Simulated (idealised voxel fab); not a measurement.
process module | voxel quadruple lines
cross-section cut | 220 nm wide | cells 5 nm
A cross-section is a grid of square cells, given in bands from the top down. A band is one or more rows of cells.
Each band's line starts with the height of the band's top and of its bottom, in nm. Then come its materials from left to right, each with its width in nm. One material with "throughout" fills the band from edge to edge. "air" is empty space.
Height 0 is the level under which the wafer as received is all one material. The lowest band goes on downwards, as in "0 down".
A width such as "30 to 40" changes by the same amount from each row of cells to the next, from the band's top row to its bottom row.
"no change" after a step means that no cell of the cross-section changed.
closed voids: empty space of 8 cells or more with no open way to the top, each as width x height at its distance from the left edge, in nm
after a step's settings: what the simulator itself notes on the step
overlay nm, on a step with a mask: how far to the right of its planned place the mask lay; to the left if negative
plan
1 op RECEIVE | material Si
2 op CONFORMAL_DEP | material SiO2 | thk nm 10
3 op DIRECTIONAL_DEP | material W | thk nm 15
4 op DIRECTIONAL_DEP | material polySi | thk nm 20
5 op DIRECTIONAL_DEP | material aC | thk nm 25
6 op PATTERN | tone cover | mask id MANDREL | material resist | width nm 35 | pitch nm 100 | thk nm 35 | overlay nm 0
7 op DIRECTIONAL_ETCH | etch materials aC | depth nm 25
8 op STRIP | etch materials resist
9 op CONFORMAL_DEP | material SiO2 | thk nm 15
10 op DIRECTIONAL_ETCH | etch materials SiO2 | depth nm 15
11 op STRIP | etch materials aC
12 op DIRECTIONAL_ETCH | etch materials polySi | depth nm 20
13 op STRIP | etch materials SiO2
14 op CONFORMAL_DEP | material SiCN | thk nm 10
15 op DIRECTIONAL_ETCH | etch materials SiCN | depth nm 10
16 op STRIP | etch materials polySi
17 op DIRECTIONAL_ETCH | etch materials W | depth nm 15
18 op STRIP | etch materials SiCN
19 op FILL_DEP | material SiO2 | thk nm 5
20 op CMP | height nm 25
as received, after step 1
  0 down: Si throughout
  closed voids: none
a wafer at the end: this start, this plan, one mistake
  25 to 10: SiO2 10 | W 10 | SiO2 15 | W 10 | SiO2 25 | W 10 | SiO2 15 | W 10 | SiO2 5 | W 10 | SiO2 15 | W 10 | SiO2 25 | W 10 | SiO2 15 | W 10 | SiO2 15
  10 to 0: SiO2 throughout
  0 down: Si throughout
  closed voids: none
what went wrong: step 6 ran as: op PATTERN | tone cover | mask id MANDREL | material resist | width nm 45 | pitch nm 100 | thk nm 35 | overlay nm 0
